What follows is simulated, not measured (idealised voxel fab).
process module | voxel gate over fins
cross-section cut | 285 nm wide | cells 5 nm
A cross-section is a grid of square cells, given in bands from the top down. A band is one or more rows of cells.
Each band's line starts with the height of the band's top and of its bottom, in nm. Then come its materials from left to right, each with its width in nm. One material with "throughout" fills the band from edge to edge. "air" is empty space.
Height 0 is the level under which the wafer as received is all one material. The lowest band goes on downwards, as in "0 down".
A width such as "30 to 40" changes by the same amount from each row of cells to the next, from the band's top row to its bottom row.
"no change" after a step means that no cell of the cross-section changed.
closed voids: empty space of 8 cells or more with no open way to the top, each as width x height at its distance from the left edge, in nm
after a step's settings: what the simulator itself notes on the step
overlay nm, on a step with a mask: how far to the right of its planned place the mask lay; to the left if negative
plan
1 op RECEIVE | material Si
2 op CONFORMAL_DEP | material SiN | thk nm 5
3 op DIRECTIONAL_DEP | material aC | thk nm 15
4 op PATTERN | tone cover | mask id FINS | material resist | width nm 15 | pitch nm 50 | thk nm 30 | overlay nm 0
5 op DIRECTIONAL_ETCH | etch materials aC | depth nm 15
6 op STRIP | etch materials resist
7 op DIRECTIONAL_ETCH | etch materials SiN | depth nm 5
8 op DIRECTIONAL_ETCH | etch materials Si | depth nm 40
9 op STRIP | etch materials aC
10 op FILL_DEP | material SiO2 | thk nm 10
11 op CMP | height nm 5
12 op DIRECTIONAL_DEP | material aC | thk nm 15
13 op PATTERN | tone open | mask id RAIL | material resist | width nm 15 | thk nm 35 | overlay nm 0
14 op DIRECTIONAL_ETCH | etch materials aC | depth nm 15
15 op STRIP | etch materials resist
16 op DIRECTIONAL_ETCH | etch materials SiO2 | depth nm 40
17 op STRIP | etch materials aC
18 op CONFORMAL_DEP | material TiN | thk nm 5
19 op FILL_DEP | material W | thk nm 5
20 op CMP | height nm 5
21 op SELECTIVE_ETCH | etch materials W Ru TiN | depth nm 20
22 op FILL_DEP | material SiO2 | thk nm 5
23 op CMP | height nm 5
24 op SELECTIVE_ETCH | etch materials SiO2 | depth nm 15
25 op STRIP | etch materials SiN
26 op CONFORMAL_DEP | material HfO2 | thk nm 5
27 op CONFORMAL_DEP | material TiN | thk nm 5
28 op CONFORMAL_DEP | material TiAl | thk nm 5
29 op CONFORMAL_DEP | material TiN | thk nm 5
30 op FILL_DEP | material W | thk nm 10
31 op CMP | height nm 25
32 op CONFORMAL_DEP | material SiN | thk nm 10
varied across the wafers: width nm of step 4. The plan shows the first wafer's value. All wafers start alike
first wafer as received, after step 1
  0 down: Si throughout
  closed voids: none
each wafer at the end: cells of each material gained (+) or lost (-) since it was received, then its closed voids
width nm 15 | +69 HfO2 | -384 Si | +114 SiN | +276 SiO2 | +69 TiAl | +143 TiN | +112 W | closed voids: none
width nm 20 | +69 HfO2 | -360 Si | +114 SiN | +258 SiO2 | +69 TiAl | +139 TiN | +110 W | closed voids: none
width nm 25 | +69 HfO2 | -336 Si | +114 SiN | +240 SiO2 | +65 TiAl | +139 TiN | +108 W | closed voids: none
width nm 30 | +69 HfO2 | -312 Si | +114 SiN | +222 SiO2 | +61 TiAl | +139 TiN | +106 W | closed voids: none
